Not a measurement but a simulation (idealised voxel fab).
This is a process module. Its name is voxel air gaps.
The cross-section on display is named cut; it measures 235 nm wide, and its cells are 5 nm squares.
For the purposes of this document, a cross-section shall be understood as a grid of square cells, specified as bands listed in top-to-bottom order, each band consisting of one or more rows of cells.
Band: top height; bottom height; in nm. Then, left to right: material with width in nm, for each material. "full width": a single material spanning edge to edge. "empty": empty space.
Convention: height 0 is the level below which the wafer, as received, is all one material. The lowest band does not terminate at the bottom but continues downward, represented as "0 down".
Graded width ("30 to 40"): value in top row of band = first number; value in bottom row = second number; row-to-row change constant.
"all unchanged", as given for a step, is the statement that not any cell of the cross-section underwent a change during that step.
Voids not open to the top, 8 cells minimum: see "Listed closed voids". Written width x height at distance; distance is from the left edge; nm.
Where a step's line continues beyond its settings, the continuation is a remark by the simulator itself on that step.
"overlay nm", when on a step's line for a step with a mask, measures how far to the right of its planned place the mask lay; a negative measure means to the left.
Here's what the planned process steps look like
1) RECEIVE [material Si]
2) CONFORMAL_DEP [material SiO2] [thk nm 10]
3) CONFORMAL_DEP [material SiN] [thk nm 5]
4) DIRECTIONAL_DEP [material SiO2] [thk nm 40]
5) DIRECTIONAL_DEP [material aC] [thk nm 15]
6) PATTERN [tone open] [mask id LINES] [material resist] [width nm 15] [pitch nm 45] [thk nm 30] [overlay nm 0]
7) DIRECTIONAL_ETCH [etch materials aC] [depth nm 15]
8) STRIP [etch materials resist]
9) DIRECTIONAL_ETCH [etch materials SiO2] [depth nm 40]
10) STRIP [etch materials aC]
11) CONFORMAL_DEP [material TiN] [thk nm 5]
12) FILL_DEP [material Ru] [thk nm 10]
13) CMP [height nm 55]
14) EPI [material Ru] [thk nm 10]
15) SELECTIVE_ETCH [etch materials SiO2] [depth nm 50]
16) CONFORMAL_DEP [material SiN] [thk nm 5]
As-received state of the wafer in cross-section, equivalent to post-step 1
	0 down | Si full width
	Listed closed voids: none
Post-module cross-section of the first of two wafers (run per plan)
	70 to 65 | empty (50), SiN (135), empty (50)
	65 to 55 | empty (50), SiN (5), Ru (35), SiN (10), Ru (35), SiN (10), Ru (35), SiN (5), empty (50)
	55 to 50 | empty (50), SiN (15), TiN (5), Ru (5), TiN (5), SiN (30), TiN (5), Ru (5), TiN (5), SiN (30), TiN (5), Ru (5), TiN (5), SiN (15), empty (50)
	50 to 20 | empty (60), SiN (5), TiN (5), Ru (5), TiN (5), SiN (5), empty (20), SiN (5), TiN (5), Ru (5), TiN (5), SiN (5), empty (20), SiN (5), TiN (5), Ru (5), TiN (5), SiN (5), empty (60)
	20 to 15 | SiN (65), TiN (15), SiN (30), TiN (15), SiN (30), TiN (15), SiN (65)
	15 to 10 | SiN full width
	10 to 0 | SiO2 full width
	0 down | Si full width
	Listed closed voids: 20 x 30 at 85; 20 x 30 at 130
This is the second of the two wafers, cross-sectioned at the end of the module; it started exactly like the first and was given the same plan, but it was run with one mistake
	70 to 65 | empty (45), SiN (145), empty (45)
	65 to 55 | empty (45), SiN (5), Ru (135), SiN (5), empty (45)
	55 to 50 | empty (45), SiN (15), TiN (5), Ru (15), TiN (5), SiO2 (20), TiN (5), Ru (15), TiN (5), SiO2 (20), TiN (5), Ru (15), TiN (5), SiN (15), empty (45)
	50 to 20 | empty (55), SiN (5), TiN (5), Ru (15), TiN (5), SiO2 (20), TiN (5), Ru (15), TiN (5), SiO2 (20), TiN (5), Ru (15), TiN (5), SiN (5), empty (55)
	20 to 15 | SiN (60), TiN (25), SiO2 (20), TiN (25), SiO2 (20), TiN (25), SiN (60)
	15 to 10 | SiN full width
	10 to 0 | SiO2 full width
	0 down | Si full width
	Listed closed voids: none
The mistake made against the process plan was this: heads up, step 6 didn't go per plan, it actually ran as PATTERN [tone open] [mask id LINES] [material resist] [width nm 25] [pitch nm 45] [thk nm 30] [overlay nm 0]
Final difference in cells, second wafer against first, listed per material as more or fewer: Ru: 54 more | SiN: 56 fewer | SiO2: 64 more | TiN: 6 more
In the final state there are 2 closed voids in the first wafer, compared with 0 in the second wafer.
